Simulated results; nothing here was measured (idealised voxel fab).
This is a process module. Its name is voxel self aligned vias.
The cross-section on display is named cut; it measures 255 nm wide, and its cells are 5 nm squares.
Just so we're on the same page, the cross-sections are grids of square cells, and they're listed out in bands top to bottom, each band one or more rows deep. First you get the band's top height and its bottom height, in nm, and then the materials it's made of, left to right, with each width in nm. If you see a single material with "full width", that one covers the band edge to edge. "blank" is empty space. Measure heights from 0. That's the level where, below it, the as-received wafer is all one material. The lowest band is bottomless and extends downward; write it as in "0 nm and below". The width entry "30 to 40" should be interpreted row by row: the top row of cells in the band takes the first number, the bottom row takes the second number, and the change between adjacent rows is uniform throughout. Take "no modifications" at face value: in the step it is given for, the cross-section changed in none of its cells. "Closed internal cavities" - sealed voids, min. 8 cells, no opening to top; format: width x height at distance (distance from left edge; nm throughout). If you see something after the settings on a step's line, that's the simulator's own remark about that step. overlay nm: right-of-plan distance of the mask on a masked step; negative values mean left-of-plan.
[Steps in the process plan]
1) RECEIVE | material Si
2) CONFORMAL_DEP | material SiO2 | thk nm 10
3) CONFORMAL_DEP | material SiCN | thk nm 5
4) DIRECTIONAL_DEP | material lowk | thk nm 25
5) PATTERN | tone open | mask id LINES | material resist | width nm 25 | pitch nm 55 | thk nm 20 | overlay nm 0
6) DIRECTIONAL_ETCH | etch materials lowk | depth nm 25
7) STRIP | etch materials resist
8) CONFORMAL_DEP | material TiN | thk nm 5
9) FILL_DEP | material Ru | thk nm 10
10) CMP | height nm 40
11) SELECTIVE_ETCH | etch materials W Ru TiN | depth nm 5
12) FILL_DEP | material SiN | thk nm 10
13) CMP | height nm 40
14) DIRECTIONAL_DEP | material lowk | thk nm 15
15) DIRECTIONAL_DEP | material aC | thk nm 15
16) PATTERN | tone open | mask id VIAS | material resist | width nm 35 | pitch nm 55 | thk nm 30 | overlay nm 0
17) DIRECTIONAL_ETCH | etch materials aC | depth nm 15
18) STRIP | etch materials resist
19) DIRECTIONAL_ETCH | etch materials lowk | depth nm 15
20) DIRECTIONAL_ETCH | etch materials SiN | depth nm 5
21) STRIP | etch materials aC
22) CONFORMAL_DEP | material TiN | thk nm 5
23) FILL_DEP | material Cu | thk nm 10
24) CMP | height nm 55
25) CONFORMAL_DEP | material SiCN | thk nm 5
[Wafer as received: cross-section following step 1]
0 nm and below  Si full width
Closed internal cavities: none
[First wafer of two, sectioned at end of module; run went per plan]
60 nm to 55 nm  SiCN full width
55 nm to 45 nm  lowk=80, then TiN=5, then Cu=25, then TiN=5, then lowk=20, then TiN=5, then Cu=25, then TiN=5, then lowk=85
45 nm to 40 nm  lowk=80, then TiN=10, then Cu=15, then TiN=10, then lowk=20, then TiN=10, then Cu=15, then TiN=10, then lowk=85
40 nm to 35 nm  lowk=85, then TiN=25, then lowk=30, then TiN=25, then lowk=90
35 nm to 20 nm  lowk=85, then TiN=5, then Ru=15, then TiN=5, then lowk=30, then TiN=5, then Ru=15, then TiN=5, then lowk=90
20 nm to 15 nm  lowk=85, then TiN=25, then lowk=30, then TiN=25, then lowk=90
15 nm to 10 nm  SiCN full width
10 nm to 0 nm  SiO2 full width
0 nm and below  Si full width
Closed internal cavities: none
[Cross-sectional view of the second of two wafers upon completion of the module. This wafer shared its starting condition and process plan with the first; one error was made during its execution]
60 nm to 55 nm  SiCN full width
55 nm to 45 nm  lowk=70, then TiN=5, then Cu=25, then TiN=5, then lowk=20, then TiN=5, then Cu=25, then TiN=5, then lowk=95
45 nm to 40 nm  lowk=70, then TiN=20, then Cu=10, then TiN=5, then lowk=20, then TiN=20, then Cu=10, then TiN=5, then lowk=95
40 nm to 35 nm  lowk=85, then TiN=20, then SiN=5, then lowk=30, then TiN=20, then SiN=5, then lowk=90
35 nm to 20 nm  lowk=85, then TiN=5, then Ru=15, then TiN=5, then lowk=30, then TiN=5, then Ru=15, then TiN=5, then lowk=90
20 nm to 15 nm  lowk=85, then TiN=25, then lowk=30, then TiN=25, then lowk=90
15 nm to 10 nm  SiCN full width
10 nm to 0 nm  SiO2 full width
0 nm and below  Si full width
Closed internal cavities: none
What went wrong in running the wafer? rather than as planned, step 16 actually ran as PATTERN | tone open | mask id VIAS | material resist | width nm 35 | pitch nm 55 | thk nm 30 | overlay nm -10
Wrapping up, a cell-based count of both wafers puts the second over or under the first for these materials: -2 Cu, +2 SiN
